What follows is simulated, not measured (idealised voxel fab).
process module | voxel released beams
cross-section cut | 225 nm wide | cells 5 nm
A cross-section is a grid of square cells, given in bands from the top down. A band is one or more rows of cells.
Each band's line starts with the height of the band's top and of its bottom, in nm. Then come its materials from left to right, each with its width in nm. One material with "throughout" fills the band from edge to edge. "air" is empty space.
Height 0 is the level under which the wafer as received is all one material. The lowest band goes on downwards, as in "0 down".
A width such as "30 to 40" changes by the same amount from each row of cells to the next, from the band's top row to its bottom row.
"no change" after a step means that no cell of the cross-section changed.
closed voids: empty space of 8 cells or more with no open way to the top, each as width x height at its distance from the left edge, in nm
after a step's settings: what the simulator itself notes on the step
overlay nm, on a step with a mask: how far to the right of its planned place the mask lay; to the left if negative
plan
1 op RECEIVE | material Si
2 op CONFORMAL_DEP | material Al2O3 | thk nm 10
3 op DIRECTIONAL_DEP | material SiO2 | thk nm 20
4 op DIRECTIONAL_DEP | material aC | thk nm 15
5 op PATTERN | tone open | mask id ANCHOR | material resist | width nm 45 | thk nm 35 | overlay nm 0
6 op DIRECTIONAL_ETCH | etch materials aC | depth nm 15
7 op STRIP | etch materials resist
8 op DIRECTIONAL_ETCH | etch materials SiO2 | depth nm 20
9 op STRIP | etch materials aC
10 op CONFORMAL_DEP | material polySi | thk nm 15
11 op PATTERN | tone cover | mask id BEAM | material resist | width nm 120 | thk nm 20 | overlay nm 0
12 op DIRECTIONAL_ETCH | etch materials polySi | depth nm 15
13 op STRIP | etch materials resist
14 op STRIP | etch materials SiO2
as received, after step 1
  0 down: Si throughout
  closed voids: none
first wafer at the end, as planned
  45 to 30: air 50 | polySi 20 | air 15 | polySi 85 | air 55
  30 to 25: air 55 | polySi 15 | air 15 | polySi 15 | air 125
  25 to 10: air 55 | polySi 45 | air 125
  10 to 0: Al2O3 throughout
  0 down: Si throughout
  closed voids: none
second wafer at the end: like start, like plan, one mistake
  45 to 30: air 50 | polySi 65 | air 110
  30 to 25: air 40 | polySi 15 | SiO2 45 | polySi 15 | air 110
  25 to 10: air 40 | polySi 15 | SiO2 45 | polySi 70 | air 55
  10 to 0: Al2O3 throughout
  0 down: Si throughout
  closed voids: none
what went wrong: step 5 ran as: op PATTERN | tone cover | mask id ANCHOR | material resist | width nm 45 | thk nm 35 | overlay nm 0
at the end the second wafer has, in cells: 36 more of SiO2
